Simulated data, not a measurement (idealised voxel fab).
Process module name: voxel transistor to metal
This is section cut - it's 165 nm across, gridded in 5 nm square cells.
Cross-section layout: square cells on a grid; listed as bands, top to bottom; a band spans one or more cell rows.
Band: top and bottom heights (nm) first, top before bottom; then materials from left to right, widths in nm. "full width" marks a sole material filling the band edge to edge. "empty" denotes empty space.
The reference from which all heights are counted is 0, the level beneath which the as-received wafer is entirely one material; the lowest band, having no lower bound, proceeds downward and is written after the example "0 and below".
A width given as "30 to 40" starts at the first number in the band's top row and ends at the second number in its bottom row, shifting by an equal amount at every step from row to row.
You'll sometimes find "no change" written for a step, and that's the way of saying that nowhere in the cross-section did a cell change during that step.
Fully sealed cavities: empty space of 8 cells or more with no open way to the top, each as width x height at its distance from the left edge, in nm
It should be noted that, on the line of a given step, the content following the step's settings is a remark produced by the simulator itself with respect to that step.
"overlay nm" answers the question of how far to the right of plan the mask lay on a step that has a mask, and when it is negative the answer is to the left.

[The steps planned for the process are as follows]
| 1 | RECEIVE | material Si |
| 2 | CONFORMAL_DEP | material SiO2 | thk nm 5 |
| 3 | CONFORMAL_DEP | material SiN | thk nm 10 |
| 4 | PATTERN | tone cover | mask id ACTIVE | material resist | width nm 105 | thk nm 20 | overlay nm 0 |
| 5 | DIRECTIONAL_ETCH | etch materials SiN | depth nm 10 |
| 6 | DIRECTIONAL_ETCH | etch materials SiO2 | depth nm 5 |
| 7 | DIRECTIONAL_ETCH | etch materials Si | depth nm 25 |
| 8 | STRIP | etch materials resist |
| 9 | FILL_DEP | material SiO2 | thk nm 10 |
| 10 | CMP | height nm 15 |
| 11 | SELECTIVE_ETCH | etch materials SiO2 | depth nm 10 |
| 12 | STRIP | etch materials SiN |
| 13 | SELECTIVE_ETCH | etch materials SiO2 | depth nm 5 |
| 14 | OXIDIZE | depth nm 5 |
| 15 | DIRECTIONAL_DEP | material polySi | thk nm 30 |
| 16 | DIRECTIONAL_DEP | material SiCN | thk nm 15 |
| 17 | PATTERN | tone cover | mask id GATE | material resist | width nm 25 | thk nm 20 | overlay nm 0 |
| 18 | DIRECTIONAL_ETCH | etch materials SiCN | depth nm 25 |
| 19 | DIRECTIONAL_ETCH | etch materials polySi | depth nm 40 |
| 20 | STRIP | etch materials resist |
| 21 | CONFORMAL_DEP | material SiN | thk nm 10 |
| 22 | DIRECTIONAL_ETCH | etch materials SiN | depth nm 10 |
| 23 | DIRECTIONAL_ETCH | etch materials SiO2 | depth nm 5 |
| 24 | DIRECTIONAL_ETCH | etch materials Si | depth nm 15 |
| 25 | EPI | material SiGe | thk nm 15 |
| 26 | FILL_DEP | material SiO2 | thk nm 10 |
| 27 | CMP | height nm 45 |
| 28 | DIRECTIONAL_DEP | material SiO2 | thk nm 15 |
| 29 | PATTERN | tone open | mask id CONTACT | material resist | width nm 25 | pitch nm 60 | thk nm 20 | overlay nm 0 |
| 30 | DIRECTIONAL_ETCH | etch materials SiO2 | depth nm 65 |
| 31 | STRIP | etch materials resist |
| 32 | CONFORMAL_DEP | material TiN | thk nm 5 |
| 33 | FILL_DEP | material W | thk nm 5 |
| 34 | CMP | height nm 60 |
| 35 | CONFORMAL_DEP | material SiCN | thk nm 5 |
| 36 | DIRECTIONAL_DEP | material SiO2 | thk nm 20 |
| 37 | MASKED_ETCH | tone open | mask id METAL_1 | width nm 15 | pitch nm 70 | etch materials SiO2 | depth nm 20 | overlay nm 0 |
| 38 | MASKED_ETCH | tone open | mask id METAL_1 | width nm 15 | pitch nm 70 | etch materials SiCN | depth nm 5 | overlay nm 0 |
| 39 | CONFORMAL_DEP | material TiN | thk nm 5 |
| 40 | FILL_DEP | material Cu | thk nm 5 |
| 41 | CMP | height nm 85 |
| 42 | CONFORMAL_DEP | material SiN | thk nm 5 |

[Cross-sectional view of the wafer in its as-received condition, corresponding to the state after step 1]
- 0 and below = Si full width
- Fully sealed cavities: none

[Final wafer profile in cross-section after the module, from the same start and plan as above, with one mistake made during processing]
- 90 down to 85 = SiN full width
- 85 down to 65 = SiO2 (40)  TiN (5)  Cu (5)  TiN (5)  SiO2 (55)  TiN (5)  Cu (5)  TiN (5)  SiO2 (40)
- 65 down to 60 = SiCN (40)  TiN (15)  SiCN (55)  TiN (15)  SiCN (40)
- 60 down to 50 = SiO2 (40)  TiN (5)  W (15)  TiN (5)  SiO2 (35)  TiN (5)  W (15)  TiN (5)  SiO2 (40)
- 50 down to 45 = SiO2 (40)  TiN (5)  W (10)  TiN (10)  SiO2 (35)  TiN (10)  W (10)  TiN (5)  SiO2 (40)
- 45 down to 30 = SiO2 (40)  TiN (5)  W (10)  TiN (5)  SiN (10)  SiCN (25)  SiN (10)  TiN (5)  W (10)  TiN (5)  SiO2 (40)
- 30 down to 0 = SiO2 (40)  TiN (5)  W (10)  TiN (5)  SiN (10)  polySi (25)  SiN (10)  TiN (5)  W (10)  TiN (5)  SiO2 (40)
- 0 down to -5 = SiO2 (40)  TiN (20)  SiO2 (45)  TiN (20)  SiO2 (40)
- -5 down to -20 = SiGe (30)  SiO2 (105)  SiGe (30)
- -20 down to -25 = Si (30)  SiO2 (105)  Si (30)
- -25 and below = Si full width
- Fully sealed cavities: none
what went wrong: step 4 ran as: PATTERN | tone open | mask id ACTIVE | material resist | width nm 105 | thk nm 20 | overlay nm 0
